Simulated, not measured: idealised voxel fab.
The name of this process module is voxel fin reveal.
FYI the section here is cut, 200 nm wide, cells are 5 nm squares.
Cross-sections here: square-cell grids, written as top-down lists of bands, a band being one or more rows of cells. Read a band's entry like this: the first values are the height of its top and the height of its bottom in nm, and what follows is the sequence of materials from left to right, each with its width in nm. Note that "empty" is empty space, and that a single material marked "throughout" reaches across the band from edge to edge. Below 0: as-received wafer, all one material; heights counted from there. Lowest band: no bottom, goes on down, written "top 0, no bottom". Width spec "30->40" -> top row of cells at first value, bottom row at second value, equal per-row change in between. Key: "everything unchanged" - step with no changed cell in the cross-section. This entry, "Enclosed void catalog", enumerates those empty regions of no fewer than 8 cells that possess no open connection to the top. Each region is reported in the form width x height at distance, the distance being taken from the left edge, with all three quantities expressed in nm. after a step's settings: what the simulator itself notes on the step. What "overlay nm" on a step's line means: if the step has a mask, that mask lay this far to the right of its planned place, or, when the value is negative, to the left.
[List of planned process steps]
1 RECEIVE | material Si
2 CONFORMAL_DEP | material SiN | thk nm 5
3 PATTERN | tone cover | mask id FINS | material resist | width nm 15 | pitch nm 45 | thk nm 20 | overlay nm 0
4 DIRECTIONAL_ETCH | etch materials SiN | depth nm 5
5 DIRECTIONAL_ETCH | etch materials Si | depth nm 35
6 STRIP | etch materials resist
7 FILL_DEP | material SiO2 | thk nm 5
8 CMP | height nm 5
9 SELECTIVE_ETCH | etch materials SiO2 | depth nm 20
10 STRIP | etch materials SiN
11 CONFORMAL_DEP | material HfO2 | thk nm 5
[Received-state cross-section, reflecting completion of step 1]
  top 0, no bottom  Si throughout
  Enclosed void catalog: none
[Wafer cross-section at module end: first of two, run to plan]
  top 5, bottom 0  empty (65) / HfO2 (25) / empty (20) / HfO2 (25) / empty (65)
  top 0, bottom -10  empty (65) / HfO2 (5) / Si (15) / HfO2 (5) / empty (20) / HfO2 (5) / Si (15) / HfO2 (5) / empty (65)
  top -10, bottom -15  HfO2 (70) / Si (15) / HfO2 (30) / Si (15) / HfO2 (70)
  top -15, bottom -35  SiO2 (70) / Si (15) / SiO2 (30) / Si (15) / SiO2 (70)
  top -35, no bottom  Si throughout
  Enclosed void catalog: none
[Second wafer of the two, sectioned at the end of the module. It began like the first and followed the same plan, but one mistake was made while running it]
  top 5, bottom 0  empty (60) / HfO2 (35) / empty (10) / HfO2 (35) / empty (60)
  top 0, bottom -10  empty (60) / HfO2 (5) / Si (25) / HfO2 (5) / empty (10) / HfO2 (5) / Si (25) / HfO2 (5) / empty (60)
  top -10, bottom -15  HfO2 (65) / Si (25) / HfO2 (20) / Si (25) / HfO2 (65)
  top -15, bottom -35  SiO2 (65) / Si (25) / SiO2 (20) / Si (25) / SiO2 (65)
  top -35, no bottom  Si throughout
  Enclosed void catalog: none
In executing the process, a mistake was made relative to the plan: heads up, step 3 didn't go per plan, it actually ran as PATTERN | tone cover | mask id FINS | material resist | width nm 25 | pitch nm 45 | thk nm 20 | overlay nm 0
In the final state, the cell counts of the second wafer exceed or fall short of those of the first for the following materials: +28 Si; -16 SiO2
